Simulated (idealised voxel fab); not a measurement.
process module | voxel gate over fins
cross-section cut | 235 nm wide | cells 5 nm
A cross-section is a grid of square cells, given in bands from the top down. A band is one or more rows of cells.
Each band's line starts with the height of the band's top and of its bottom, in nm. Then come its materials from left to right, each with its width in nm. One material with "throughout" fills the band from edge to edge. "air" is empty space.
Height 0 is the level under which the wafer as received is all one material. The lowest band goes on downwards, as in "0 down".
A width such as "30 to 40" changes by the same amount from each row of cells to the next, from the band's top row to its bottom row.
"no change" after a step means that no cell of the cross-section changed.
closed voids: empty space of 8 cells or more with no open way to the top, each as width x height at its distance from the left edge, in nm
after a step's settings: what the simulator itself notes on the step
overlay nm, on a step with a mask: how far to the right of its planned place the mask lay; to the left if negative
plan
1 op RECEIVE | material Si
2 op CONFORMAL_DEP | material SiN | thk nm 10
3 op DIRECTIONAL_DEP | material aC | thk nm 15
4 op PATTERN | tone cover | mask id FINS | material resist | width nm 15 | pitch nm 45 | thk nm 35 | overlay nm 0
5 op DIRECTIONAL_ETCH | etch materials aC | depth nm 15
6 op STRIP | etch materials resist
7 op DIRECTIONAL_ETCH | etch materials SiN | depth nm 10
8 op DIRECTIONAL_ETCH | etch materials Si | depth nm 40
9 op STRIP | etch materials aC
10 op OXIDIZE | depth nm 5
11 op FILL_DEP | material SiO2 | thk nm 5
12 op CMP | height nm 10
13 op SELECTIVE_ETCH | etch materials SiO2 | depth nm 20
14 op STRIP | etch materials SiN
15 op CONFORMAL_DEP | material HfO2 | thk nm 5
16 op CONFORMAL_DEP | material TiN | thk nm 5
17 op FILL_DEP | material W | thk nm 10
18 op CMP | height nm 15
19 op CONFORMAL_DEP | material SiN | thk nm 10
first wafer, as planned
as received, after step 1
  0 down: Si throughout
  closed voids: none
after step 2
  10 to 0: SiN throughout
  below 0: unchanged
after step 3
  25 to 10: aC throughout
  below 10: unchanged
after step 4
  60 to 25: air 85 | resist 15 | air 30 | resist 15 | air 90
  below 25: unchanged
after step 5
  45 to 25: air 85 | resist 15 | air 30 | resist 15 | air 90
  25 to 10: air 85 | aC 15 | air 30 | aC 15 | air 90
  below 10: unchanged
after step 6
  25 to 10: air 85 | aC 15 | air 30 | aC 15 | air 90
  below 10: unchanged
after step 7
  25 to 10: air 85 | aC 15 | air 30 | aC 15 | air 90
  10 to 0: air 85 | SiN 15 | air 30 | SiN 15 | air 90
  below 0: unchanged
after step 8
  25 to 10: air 85 | aC 15 | air 30 | aC 15 | air 90
  10 to 0: air 85 | SiN 15 | air 30 | SiN 15 | air 90
  0 to -40: air 85 | Si 15 | air 30 | Si 15 | air 90
  below -40: unchanged
after step 9
  10 to 0: air 85 | SiN 15 | air 30 | SiN 15 | air 90
  below 0: unchanged
after step 10
  10 to 0: air 85 | SiN 15 | air 30 | SiN 15 | air 90
  0 to -40: air 85 | SiO2 5 | Si 5 | SiO2 5 | air 30 | SiO2 5 | Si 5 | SiO2 5 | air 90
  -40 to -45: SiO2 90 | Si 5 | SiO2 40 | Si 5 | SiO2 95
  below -45: unchanged
after step 11
  15 to 10: SiO2 throughout
  10 to 0: SiO2 85 | SiN 15 | SiO2 30 | SiN 15 | SiO2 90
  0 to -45: SiO2 90 | Si 5 | SiO2 40 | Si 5 | SiO2 95
  below -45: unchanged
after step 12
  10 to 0: SiO2 85 | SiN 15 | SiO2 30 | SiN 15 | SiO2 90
  below 0: unchanged
after step 13
  10 to 0: air 85 | SiN 15 | air 30 | SiN 15 | air 90
  0 to -10: air 90 | Si 5 | air 40 | Si 5 | air 95
  below -10: unchanged
after step 14
  0 to -10: air 90 | Si 5 | air 40 | Si 5 | air 95
  below -10: unchanged
after step 15
  5 to 0: air 85 | HfO2 15 | air 30 | HfO2 15 | air 90
  0 to -5: air 85 | HfO2 5 | Si 5 | HfO2 5 | air 30 | HfO2 5 | Si 5 | HfO2 5 | air 90
  -5 to -10: HfO2 90 | Si 5 | HfO2 40 | Si 5 | HfO2 95
  below -10: unchanged
after step 16
  10 to 5: air 80 | TiN 25 | air 20 | TiN 25 | air 85
  5 to 0: air 80 | TiN 5 | HfO2 15 | TiN 5 | air 20 | TiN 5 | HfO2 15 | TiN 5 | air 85
  0 to -5: TiN 85 | HfO2 5 | Si 5 | HfO2 5 | TiN 30 | HfO2 5 | Si 5 | HfO2 5 | TiN 90
  below -5: unchanged
after step 17
  20 to 10: W throughout
  10 to 5: W 80 | TiN 25 | W 20 | TiN 25 | W 85
  5 to 0: W 80 | TiN 5 | HfO2 15 | TiN 5 | W 20 | TiN 5 | HfO2 15 | TiN 5 | W 85
  below 0: unchanged
after step 18
  15 to 10: W throughout
  below 10: unchanged
after step 19
  25 to 15: SiN throughout
  below 15: unchanged
second wafer: like start, like plan, one mistake. Through step 3 it matches the first wafer
when step 4 should have ended
  60 to 25: air 90 | resist 15 | air 30 | resist 15 | air 85
  below 25: unchanged
when step 5 should have ended
  45 to 25: air 90 | resist 15 | air 30 | resist 15 | air 85
  25 to 10: air 90 | aC 15 | air 30 | aC 15 | air 85
  below 10: unchanged
when step 6 should have ended
  25 to 10: air 90 | aC 15 | air 30 | aC 15 | air 85
  below 10: unchanged
when step 7 should have ended
  25 to 10: air 90 | aC 15 | air 30 | aC 15 | air 85
  10 to 0: air 90 | SiN 15 | air 30 | SiN 15 | air 85
  below 0: unchanged
when step 8 should have ended
  25 to 10: air 90 | aC 15 | air 30 | aC 15 | air 85
  10 to 0: air 90 | SiN 15 | air 30 | SiN 15 | air 85
  0 to -40: air 90 | Si 15 | air 30 | Si 15 | air 85
  below -40: unchanged
when step 9 should have ended
  10 to 0: air 90 | SiN 15 | air 30 | SiN 15 | air 85
  below 0: unchanged
when step 10 should have ended
  10 to 0: air 90 | SiN 15 | air 30 | SiN 15 | air 85
  0 to -40: air 90 | SiO2 5 | Si 5 | SiO2 5 | air 30 | SiO2 5 | Si 5 | SiO2 5 | air 85
  -40 to -45: SiO2 95 | Si 5 | SiO2 40 | Si 5 | SiO2 90
  below -45: unchanged
when step 11 should have ended
  15 to 10: SiO2 throughout
  10 to 0: SiO2 90 | SiN 15 | SiO2 30 | SiN 15 | SiO2 85
  0 to -45: SiO2 95 | Si 5 | SiO2 40 | Si 5 | SiO2 90
  below -45: unchanged
when step 12 should have ended
  10 to 0: SiO2 90 | SiN 15 | SiO2 30 | SiN 15 | SiO2 85
  below 0: unchanged
when step 13 should have ended
  10 to 0: air 90 | SiN 15 | air 30 | SiN 15 | air 85
  0 to -10: air 95 | Si 5 | air 40 | Si 5 | air 90
  below -10: unchanged
when step 14 should have ended
  0 to -10: air 95 | Si 5 | air 40 | Si 5 | air 90
  below -10: unchanged
when step 15 should have ended
  5 to 0: air 90 | HfO2 15 | air 30 | HfO2 15 | air 85
  0 to -5: air 90 | HfO2 5 | Si 5 | HfO2 5 | air 30 | HfO2 5 | Si 5 | HfO2 5 | air 85
  -5 to -10: HfO2 95 | Si 5 | HfO2 40 | Si 5 | HfO2 90
  below -10: unchanged
when step 16 should have ended
  10 to 5: air 85 | TiN 25 | air 20 | TiN 25 | air 80
  5 to 0: air 85 | TiN 5 | HfO2 15 | TiN 5 | air 20 | TiN 5 | HfO2 15 | TiN 5 | air 80
  0 to -5: TiN 90 | HfO2 5 | Si 5 | HfO2 5 | TiN 30 | HfO2 5 | Si 5 | HfO2 5 | TiN 85
  below -5: unchanged
when step 17 should have ended
  20 to 10: W throughout
  10 to 5: W 85 | TiN 25 | W 20 | TiN 25 | W 80
  5 to 0: W 85 | TiN 5 | HfO2 15 | TiN 5 | W 20 | TiN 5 | HfO2 15 | TiN 5 | W 80
  below 0: unchanged
when step 18 should have ended
  15 to 10: W throughout
  below 10: unchanged
when step 19 should have ended
  25 to 15: SiN throughout
  below 15: unchanged
what went wrong: step 4 ran as: op PATTERN | tone cover | mask id FINS | material resist | width nm 15 | pitch nm 45 | thk nm 35 | overlay nm 5
at the end the second wafer has, in cells: as many of each material as the first, in other places
